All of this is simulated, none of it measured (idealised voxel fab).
You're looking at the process module voxel self aligned contacts.
This is section cut - it's 225 nm across, gridded in 5 nm square cells.
If you're reading a cross-section in this doc, picture square cells in a grid; it comes to you as bands, top ones listed first down to the bottom, and a band can be one or more rows of cells.
Band: top height; bottom height; in nm. Then, left to right: material with width in nm, for each material. "full width": a single material spanning edge to edge. "air": empty space.
Heights are expressed relative to 0, this being the level below which the as-received wafer comprises one material exclusively. The lowest band is unbounded in the downward direction and is denoted as in "0 nm and below".
Top row gets the first number, bottom row gets the second, and each row in between changes by the same step: that is how a band width like "30->40" works.
"all unchanged" after a step means that no cell of the cross-section changed.
Empty spaces counting at least 8 cells and having no open way to the top are listed in "Voids lacking openings". The notation width x height at distance is used for each, the distance being from the left edge and all three values in nm.
Where a step's line continues beyond its settings, the continuation is a remark by the simulator itself on that step.
Regarding "overlay nm": on a step with a mask, it is the distance the mask lay to the right of its planned place; a negative value places it to the left.
The steps planned for the process are as follows:
- 1: RECEIVE: material Si
- 2: CONFORMAL_DEP: material SiO2, thk nm 5
- 3: DIRECTIONAL_DEP: material polySi, thk nm 20
- 4: DIRECTIONAL_DEP: material SiN, thk nm 20
- 5: DIRECTIONAL_DEP: material aC, thk nm 15
- 6: PATTERN: tone cover, mask id GATE, material resist, width nm 35, pitch nm 75, thk nm 35, overlay nm 0
- 7: DIRECTIONAL_ETCH: etch materials aC, depth nm 15
- 8: STRIP: etch materials resist
- 9: DIRECTIONAL_ETCH: etch materials SiN, depth nm 20
- 10: DIRECTIONAL_ETCH: etch materials polySi, depth nm 20
- 11: STRIP: etch materials aC
- 12: CONFORMAL_DEP: material SiN, thk nm 10
- 13: DIRECTIONAL_ETCH: etch materials SiN, depth nm 10
- 14: FILL_DEP: material SiO2, thk nm 15
- 15: CMP: height nm 55
- 16: PATTERN: tone open, mask id CONTACT, material resist, width nm 40, thk nm 20, overlay nm 0
- 17: DIRECTIONAL_ETCH: etch materials SiO2, depth nm 55
- 18: STRIP: etch materials resist
- 19: CONFORMAL_DEP: material TiN, thk nm 5
- 20: FILL_DEP: material W, thk nm 10
- 21: CMP: height nm 55
- 22: CONFORMAL_DEP: material SiCN, thk nm 5
Quick note for whoever runs this: the wafers start identical, but the width nm at step 16 isn't the same across them. The plan just shows what the first wafer had.
Cut through the first of several wafers as received, post step 1:
0 nm and below: Si full width
Voids lacking openings: none
Cross-section of the first of several wafers once the module has run through its last step, step 22:
60 nm to 55 nm: SiCN full width
55 nm to 45 nm: SiO2 (90), TiN (5->15), W (30->10), TiN (5->15), SiO2 (95)
45 nm to 25 nm: SiO2 (45), SiN (55), TiN (5), W (10), TiN (5), SiN (55), SiO2 (50)
25 nm to 5 nm: SiO2 (45), SiN (10), polySi (35), SiN (10), TiN (5), W (10), TiN (5), SiN (10), polySi (35), SiN (10), SiO2 (50)
5 nm to 0 nm: SiO2 (100), TiN (20), SiO2 (105)
0 nm and below: Si full width
Voids lacking openings: none
Module end, final wafer: cross-section:
60 nm to 55 nm: SiCN full width
55 nm to 45 nm: SiO2 (80), TiN (5->25), W (55->10), TiN (5->30), SiO2 (80)
45 nm to 25 nm: SiO2 (45), SiN (55), TiN (5), W (10), TiN (5), SiN (55), SiO2 (50)
25 nm to 5 nm: SiO2 (45), SiN (10), polySi (35), SiN (10), TiN (5), W (10), TiN (5), SiN (10), polySi (35), SiN (10), SiO2 (50)
5 nm to 0 nm: SiO2 (100), TiN (20), SiO2 (105)
0 nm and below: Si full width
Voids lacking openings: none
Below, a row for every wafer. Read it as the end-of-module picture: for each material the wafer shows its cells gained (+) or lost (-) since it was received, and then its closed voids:
width nm 40; +45 SiCN; +120 SiN; +267 SiO2; +28 TiN; +24 W; +56 polySi; Voids lacking openings: none
width nm 45; +45 SiCN; +120 SiN; +265 SiO2; +29 TiN; +25 W; +56 polySi; Voids lacking openings: none
width nm 50; +45 SiCN; +120 SiN; +263 SiO2; +30 TiN; +26 W; +56 polySi; Voids lacking openings: none
width nm 55; +45 SiCN; +120 SiN; +261 SiO2; +31 TiN; +27 W; +56 polySi; Voids lacking openings: none
width nm 60; +45 SiCN; +120 SiN; +259 SiO2; +32 TiN; +28 W; +56 polySi; Voids lacking openings: none
width nm 65; +45 SiCN; +120 SiN; +257 SiO2; +33 TiN; +29 W; +56 polySi; Voids lacking openings: none
